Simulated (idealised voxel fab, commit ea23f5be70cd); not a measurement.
process module | voxel plated lines
cross-section cut | 300 nm wide | cells 5 nm
A cross-section is a grid of square cells, given in bands from the top down. A band is one or more rows of cells.
Each band's line starts with the height of the band's top and of its bottom, in nm. Then come its materials from left to right, each with its width in nm. One material with "throughout" fills the band from edge to edge. "air" is empty space.
Height 0 is the level under which the wafer as received is all one material. The lowest band goes on downwards, as in "0 down".
A width such as "30 to 40" changes by the same amount from each row of cells to the next, from the band's top row to its bottom row.
"no change" after a step means that no cell of the cross-section changed.
closed voids: empty space of 8 cells or more with no open way to the top, each as width x height at its distance from the left edge, in nm
after a step's settings: what the simulator itself notes on the step
overlay nm, on a step with a mask: how far to the right of its planned place the mask lay; to the left if negative
plan
1 op RECEIVE | material Si
2 op CONFORMAL_DEP | material Al2O3 | thk nm 15
3 op DIRECTIONAL_DEP | material TiN | thk nm 5
4 op PATTERN | tone open | mask id LINES | material resist | width nm 25 | pitch nm 55 | thk nm 35 | overlay nm 0
5 op EPI | material Ru | thk nm 5
6 op EPI | material Ru | thk nm 5
7 op EPI | material Ru | thk nm 5
8 op STRIP | etch materials resist
9 op DIRECTIONAL_ETCH | etch materials TiN | depth nm 5
10 op CONFORMAL_DEP | material SiN | thk nm 10
as received, after step 1
  0 down: Si throughout
  closed voids: none
first wafer at the end, as planned
  45 to 35: air 100 | SiN 45 | air 10 | SiN 45 | air 100
  35 to 25: air 100 | SiN 10 | Ru 25 | SiN 10 | air 10 | SiN 10 | Ru 25 | SiN 10 | air 100
  25 to 20: SiN 110 | Ru 25 | SiN 30 | Ru 25 | SiN 110
  20 to 15: SiN 110 | TiN 25 | SiN 30 | TiN 25 | SiN 110
  15 to 0: Al2O3 throughout
  0 down: Si throughout
  closed voids: none
second wafer at the end: like start, like plan, one mistake
  30 to 20: SiN throughout
  20 to 0: Al2O3 throughout
  0 down: Si throughout
  closed voids: none
what went wrong: step 3 ran as: op DIRECTIONAL_DEP | material Al2O3 | thk nm 5
at the end the second wafer has, in cells: 60 more of Al2O3 | 30 fewer of Ru | 32 fewer of SiN | 10 fewer of TiN
